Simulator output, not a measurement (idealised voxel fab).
A process module follows: voxel gate over fins.
240 nm wide, 5 nm square cells: that's cross-section cut.
If you're reading a cross-section in this doc, picture square cells in a grid; it comes to you as bands, top ones listed first down to the bottom, and a band can be one or more rows of cells.
Per band: top height and bottom height in nm, followed by the left-to-right materials and their widths in nm; "throughout" marks a single material spanning edge to edge, "empty" marks empty space.
A quick word on heights: they are counted from 0, and under that level the wafer as it came to us is one material throughout. The lowest band is different from the rest in having no bottom; it simply continues downward, written as in "0..down".
You'd read "30..40" like this: the band's top row of cells is as wide as the first number, its bottom row is as wide as the second, and going down, every row changes width by the same amount as the row before did.
The designation "no modification", where it is given for a processing step, indicates that no cell of the cross-section was altered in the course of that step.
"Sealed internal voids" - sealed voids, min. 8 cells, no opening to top; format: width x height at distance (distance from left edge; nm throughout).
The remark found on a step's line after its settings is issued by the simulator itself and pertains to that step.
"overlay nm", when on a step's line for a step with a mask, measures how far to the right of its planned place the mask lay; a negative measure means to the left.

## plan
| 1 | RECEIVE, material Si |
| 2 | CONFORMAL_DEP, material SiN, thk nm 5 |
| 3 | DIRECTIONAL_DEP, material aC, thk nm 15 |
| 4 | PATTERN, tone cover, mask id FINS, material resist, width nm 15, pitch nm 50, thk nm 35, overlay nm 0 |
| 5 | DIRECTIONAL_ETCH, etch materials aC, depth nm 15 |
| 6 | STRIP, etch materials resist |
| 7 | DIRECTIONAL_ETCH, etch materials SiN, depth nm 5 |
| 8 | DIRECTIONAL_ETCH, etch materials Si, depth nm 35 |
| 9 | STRIP, etch materials aC |
| 10 | OXIDIZE, depth nm 5 |
| 11 | FILL_DEP, material SiO2, thk nm 15 |
| 12 | CMP, height nm 5 |
| 13 | MASKED_ETCH, tone open, mask id RAIL, width nm 15, etch materials SiO2, depth nm 35, overlay nm 0 |
| 14 | CONFORMAL_DEP, material TiN, thk nm 5 |
| 15 | FILL_DEP, material W, thk nm 5 |
| 16 | CMP, height nm 5 |
| 17 | SELECTIVE_ETCH, etch materials W Ru TiN, depth nm 20 |
| 18 | FILL_DEP, material SiO2, thk nm 5 |
| 19 | CMP, height nm 5 |
| 20 | SELECTIVE_ETCH, etch materials SiO2, depth nm 15 |
| 21 | STRIP, etch materials SiN |
| 22 | CONFORMAL_DEP, material HfO2, thk nm 5 |
| 23 | CONFORMAL_DEP, material TiN, thk nm 5 |
| 24 | CONFORMAL_DEP, material TiAl, thk nm 5 |
| 25 | CONFORMAL_DEP, material TiN, thk nm 5 |
| 26 | FILL_DEP, material W, thk nm 15 |
| 27 | CMP, height nm 30 |
| 28 | CONFORMAL_DEP, material SiCN, thk nm 5 |

## Received-state cross-section, reflecting completion of step 1
- 0..down | Si throughout
- Sealed internal voids: none

## Cross-section taken at module completion on the first of two wafers; processed per the plan
- 35..30 | SiCN throughout
- 30..20 | W throughout
- 20..15 | 70 W, then 45 TiN, then 5 W, then 45 TiN, then 75 W
- 15..10 | 70 W, then 5 TiN, then 35 TiAl, then 5 TiN, then 5 W, then 5 TiN, then 35 TiAl, then 5 TiN, then 75 W
- 10..5 | 75 TiN, then 5 TiAl, then 25 TiN, then 5 TiAl, then 15 TiN, then 5 TiAl, then 25 TiN, then 5 TiAl, then 80 TiN
- 5..0 | 80 TiAl, then 5 TiN, then 15 HfO2, then 5 TiN, then 25 TiAl, then 5 TiN, then 15 HfO2, then 5 TiN, then 85 TiAl
- 0..-5 | 85 TiN, then 5 HfO2, then 5 Si, then 5 HfO2, then 35 TiN, then 5 HfO2, then 5 Si, then 5 HfO2, then 90 TiN
- -5..-10 | 90 HfO2, then 5 Si, then 45 HfO2, then 5 Si, then 95 HfO2
- -10..-15 | 90 SiO2, then 5 Si, then 45 SiO2, then 5 Si, then 95 SiO2
- -15..-25 | 90 SiO2, then 5 Si, then 15 SiO2, then 5 TiN, then 5 W, then 5 TiN, then 15 SiO2, then 5 Si, then 95 SiO2
- -25..-30 | 90 SiO2, then 5 Si, then 15 SiO2, then 15 TiN, then 15 SiO2, then 5 Si, then 95 SiO2
- -30..-40 | 90 SiO2, then 5 Si, then 45 SiO2, then 5 Si, then 95 SiO2
- -40..down | Si throughout
- Sealed internal voids: none

## Here's the second of our two wafers sectioned at module end. Same start as the first, same plan, but one mistake got made running it
- 35..30 | SiCN throughout
- 30..20 | W throughout
- 20..15 | 70 W, then 45 TiN, then 5 W, then 45 TiN, then 75 W
- 15..10 | 70 W, then 5 TiN, then 35 TiAl, then 5 TiN, then 5 W, then 5 TiN, then 35 TiAl, then 5 TiN, then 75 W
- 10..5 | 75 TiN, then 5 TiAl, then 25 TiN, then 5 TiAl, then 15 TiN, then 5 TiAl, then 25 TiN, then 5 TiAl, then 80 TiN
- 5..0 | 80 TiAl, then 5 TiN, then 15 HfO2, then 5 TiN, then 25 TiAl, then 5 TiN, then 15 HfO2, then 5 TiN, then 85 TiAl
- 0..-5 | 85 TiN, then 5 HfO2, then 5 Si, then 5 HfO2, then 35 TiN, then 5 HfO2, then 5 Si, then 5 HfO2, then 90 TiN
- -5..-10 | 75 HfO2, then 10 TiN, then 5 HfO2, then 5 Si, then 5 HfO2, then 10 TiN, then 15 HfO2, then 10 TiN, then 5 HfO2, then 5 Si, then 5 HfO2, then 10 TiN, then 80 HfO2
- -10..-15 | 70 SiO2, then 20 HfO2, then 5 Si, then 20 HfO2, then 5 SiO2, then 20 HfO2, then 5 Si, then 20 HfO2, then 75 SiO2
- -15..-25 | 90 SiO2, then 5 Si, then 15 SiO2, then 5 TiN, then 5 W, then 5 TiN, then 15 SiO2, then 5 Si, then 95 SiO2
- -25..-30 | 90 SiO2, then 5 Si, then 15 SiO2, then 15 TiN, then 15 SiO2, then 5 Si, then 95 SiO2
- -30..-40 | 90 SiO2, then 5 Si, then 45 SiO2, then 5 Si, then 95 SiO2
- -40..down | Si throughout
- Sealed internal voids: none
The plan and the run diverged here: steps 20 and 21 traded places in the executed sequence
Once processing is complete, comparing cell counts shows that the second wafer has more or fewer of certain materials than the first: HfO2 +8 | SiO2 -16 | TiN +8
